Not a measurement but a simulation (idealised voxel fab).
This section sets out a process module, namely voxel gate over fins.
Square cell edge 5 nm, section width 195 nm, ID cut.
Notation: cross-section as square-cell grid; stated in bands, top first, going down; one or more cell rows per band.
Basically the band line says how high the top is and how high the bottom is, in nm, and then what's in it from left to right, every material with its width in nm. Empty space shows up as "empty", and if a single material carries "edge to edge" it runs the full band edge to edge.
Height 0 is the level under which the wafer as received is all one material. The lowest band goes on downwards, as in "z 0 and below".
When a width is written as two numbers, as in "30 to 40", the first number is the width in the top row of cells of the band and the second is the width in its bottom row, and the width changes by the same amount from each row to the next.
Reading "no change occurred" for a step: not a cell of the cross-section changed in it.
For the entry "Sealed cavities", the listed items are empty spaces with no open way to the top whose size is 8 cells or more; each item follows the pattern width x height at distance, where distance is from the left edge and all three are in nm.
On a step's line, text after the settings is the simulator commenting on that step.
"overlay nm" denotes, for a step that has a mask, the displacement of the mask to the right of its planned place, with negative values corresponding to the left.
Listed below are the process steps as planned
1 RECEIVE | material Si
2 CONFORMAL_DEP | material SiN | thk nm 5
3 DIRECTIONAL_DEP | material aC | thk nm 15
4 PATTERN | tone cover | mask id FINS | material resist | width nm 15 | pitch nm 50 | thk nm 35 | overlay nm 0
5 DIRECTIONAL_ETCH | etch materials aC | depth nm 15
6 STRIP | etch materials resist
7 DIRECTIONAL_ETCH | etch materials SiN | depth nm 5
8 DIRECTIONAL_ETCH | etch materials Si | depth nm 40
9 STRIP | etch materials aC
10 FILL_DEP | material SiO2 | thk nm 15
11 CMP | height nm 5
12 DIRECTIONAL_DEP | material aC | thk nm 15
13 PATTERN | tone open | mask id RAIL | material resist | width nm 15 | thk nm 30 | overlay nm 0
14 DIRECTIONAL_ETCH | etch materials aC | depth nm 15
15 STRIP | etch materials resist
16 DIRECTIONAL_ETCH | etch materials SiO2 | depth nm 40
17 STRIP | etch materials aC
18 CONFORMAL_DEP | material TiN | thk nm 5
19 FILL_DEP | material W | thk nm 5
20 CMP | height nm 5
21 SELECTIVE_ETCH | etch materials W Ru TiN | depth nm 25
22 FILL_DEP | material SiO2 | thk nm 5
23 CMP | height nm 5
24 SELECTIVE_ETCH | etch materials SiO2 | depth nm 15
25 STRIP | etch materials SiN
26 CONFORMAL_DEP | material HfO2 | thk nm 5
27 CONFORMAL_DEP | material TiN | thk nm 5
28 CONFORMAL_DEP | material TiAl | thk nm 5
29 CONFORMAL_DEP | material TiN | thk nm 5
30 FILL_DEP | material W | thk nm 10
31 CMP | height nm 25
32 CONFORMAL_DEP | material SiN | thk nm 10
as received, after step 1
z 0 and below | Si edge to edge
Sealed cavities: none
End-of-module cross-section. Starting structure and process plan as above; one mistake made in running it
z 35 to 25 | SiN edge to edge
z 25 to 15 | TiN edge to edge
z 15 to 10 | 50 of TiN, 45 of TiAl, 5 of TiN, 45 of TiAl, 50 of TiN
z 10 to 5 | 50 of TiN, 5 of TiAl, 35 of TiN, 5 of TiAl, 5 of TiN, 5 of TiAl, 35 of TiN, 5 of TiAl, 50 of TiN
z 5 to 0 | 55 of TiAl, 5 of TiN, 25 of HfO2, 5 of TiN, 15 of TiAl, 5 of TiN, 25 of HfO2, 5 of TiN, 55 of TiAl
z 0 to -5 | 60 of TiN, 5 of HfO2, 15 of Si, 5 of HfO2, 25 of TiN, 5 of HfO2, 15 of Si, 5 of HfO2, 60 of TiN
z -5 to -10 | 65 of HfO2, 15 of Si, 35 of HfO2, 15 of Si, 65 of HfO2
z -10 to -20 | 65 of SiO2, 15 of Si, 35 of SiO2, 15 of Si, 65 of SiO2
z -20 to -30 | 65 of SiO2, 15 of Si, 10 of SiO2, 5 of TiN, 5 of W, 5 of TiN, 10 of SiO2, 15 of Si, 65 of SiO2
z -30 to -35 | 65 of SiO2, 15 of Si, 10 of SiO2, 15 of TiN, 10 of SiO2, 15 of Si, 65 of SiO2
z -35 to -40 | 65 of SiO2, 15 of Si, 35 of SiO2, 15 of Si, 65 of SiO2
z -40 and below | Si edge to edge
Sealed cavities: none
Misprocessing identified: step 30 changed vs plan, executed as FILL_DEP | material TiN | thk nm 10
